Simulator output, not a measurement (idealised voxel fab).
This is a process module. Its name is voxel double patterning.
For reference, the cross-section in this document is cut, with width 215 nm and square cells of 5 nm.
Think of the cross-section as a grid of square cells. We describe it in bands, top to bottom, and each band covers one or more rows of those cells. Each band's line starts with the height of the band's top and of its bottom, in nm. Then come its materials from left to right, each with its width in nm. One material with "everywhere" fills the band from edge to edge. "blank" is empty space. Height datum 0, below which the as-received substrate wafer is one material. Lowest band open at the bottom, running downward: "0 nm and below". Top row gets the first number, bottom row gets the second, and each row in between changes by the same step: that is how a band width like "30->40" works. "no modification" after a step means that no cell of the cross-section changed. "Sealed void list" means: voids of 8 cells or more that are shut off from the top with no open way through. Written width x height at distance, distance from the left edge, in nm. Read whatever lies past the settings on a step's line as the simulator's own remark about the step. If you see "overlay nm" on a step's line and that step has a mask, it's telling you how far right of where it was planned the mask ended up; a negative number means it went left instead.
Process steps foreseen in the plan:
| 1 | RECEIVE,material Si |
| 2 | CONFORMAL_DEP,material SiO2,thk nm 10 |
| 3 | DIRECTIONAL_DEP,material polySi,thk nm 10 |
| 4 | DIRECTIONAL_DEP,material SiCN,thk nm 5 |
| 5 | PATTERN,tone open,mask id FIRST,material resist,width nm 15,pitch nm 50,thk nm 15,overlay nm 0 |
| 6 | DIRECTIONAL_ETCH,etch materials SiCN,depth nm 5 |
| 7 | STRIP,etch materials resist |
| 8 | PATTERN,tone open,mask id SECOND,material resist,width nm 15,thk nm 20,overlay nm 0 |
| 9 | DIRECTIONAL_ETCH,etch materials SiCN,depth nm 5 |
| 10 | STRIP,etch materials resist |
| 11 | DIRECTIONAL_ETCH,etch materials polySi,depth nm 10 |
| 12 | STRIP,etch materials SiCN |
The first of the two wafers, which ran as planned:
Incoming wafer in cross-section (state: after step 1):
> 0 nm and below  Si everywhere
> Sealed void list: none
Once step 2 is through, the wafer looks like this in cross-section:
> 10 nm to 0 nm  SiO2 everywhere
> Under 0: no change, same as before.
Once step 3 is through, the wafer looks like this in cross-section:
> 20 nm to 10 nm  polySi everywhere
> Under 10: no change, same as before.
Once step 4 is through, the wafer looks like this in cross-section:
> 25 nm to 20 nm  SiCN everywhere
> Under 20: no change, same as before.
Once step 5 is through, the wafer looks like this in cross-section:
> 40 nm to 25 nm  resist=75 / blank=15 / resist=35 / blank=15 / resist=75
> Under 25: no change, same as before.
Once step 6 is through, the wafer looks like this in cross-section:
> 40 nm to 25 nm  resist=75 / blank=15 / resist=35 / blank=15 / resist=75
> 25 nm to 20 nm  SiCN=75 / blank=15 / SiCN=35 / blank=15 / SiCN=75
> Under 20: no change, same as before.
Once step 7 is through, the wafer looks like this in cross-section:
> 25 nm to 20 nm  SiCN=75 / blank=15 / SiCN=35 / blank=15 / SiCN=75
> Under 20: no change, same as before.
Once step 8 is through, the wafer looks like this in cross-section:
> 45 nm to 25 nm  resist=100 / blank=15 / resist=100
> 25 nm to 20 nm  SiCN=75 / resist=15 / SiCN=35 / resist=15 / SiCN=75
> Under 20: no change, same as before.
Once step 9 is through, the wafer looks like this in cross-section:
> 45 nm to 25 nm  resist=100 / blank=15 / resist=100
> 25 nm to 20 nm  SiCN=75 / resist=15 / SiCN=10 / blank=15 / SiCN=10 / resist=15 / SiCN=75
> Under 20: no change, same as before.
Once step 10 is through, the wafer looks like this in cross-section:
> 25 nm to 20 nm  SiCN=75 / blank=15 / SiCN=10 / blank=15 / SiCN=10 / blank=15 / SiCN=75
> Under 20: no change, same as before.
Once step 11 is through, the wafer looks like this in cross-section:
> 25 nm to 20 nm  SiCN=75 / blank=15 / SiCN=10 / blank=15 / SiCN=10 / blank=15 / SiCN=75
> 20 nm to 10 nm  polySi=75 / blank=15 / polySi=10 / blank=15 / polySi=10 / blank=15 / polySi=75
> Under 10: no change, same as before.
Once step 12 is through, the wafer looks like this in cross-section:
> 20 nm to 10 nm  polySi=75 / blank=15 / polySi=10 / blank=15 / polySi=10 / blank=15 / polySi=75
> Under 10: no change, same as before.
Okay, second wafer. Nothing different at the start, nothing different in the plan, just one mistake somewhere in the running. As far as step 9, counting that step, it's the first wafer all over again:
Second wafer shown in cross-section at the time step 10 was slated to end:
> 25 nm to 20 nm  SiCN=75 / blank=15 / SiCN=10 / blank=15 / SiCN=10 / blank=15 / SiCN=75
> Under 20: no change, same as before.
Second wafer shown in cross-section at the time step 11 was slated to end:
> 25 nm to 20 nm  SiCN=75 / blank=15 / SiCN=10 / blank=15 / SiCN=10 / blank=15 / SiCN=75
> 20 nm to 10 nm  polySi=75 / blank=15 / polySi=10 / blank=15 / polySi=10 / blank=15 / polySi=75
> Under 10: no change, same as before.
Second wafer shown in cross-section at the time step 12 was slated to end:
> 20 nm to 10 nm  polySi=75 / blank=15 / polySi=10 / blank=15 / polySi=10 / blank=15 / polySi=75
> Under 10: no change, same as before.
Short version of what went wrong: step 10 was run twice
The final cross-section is the same for the two wafers, so this model computes the same thing whether or not the mistake was made.
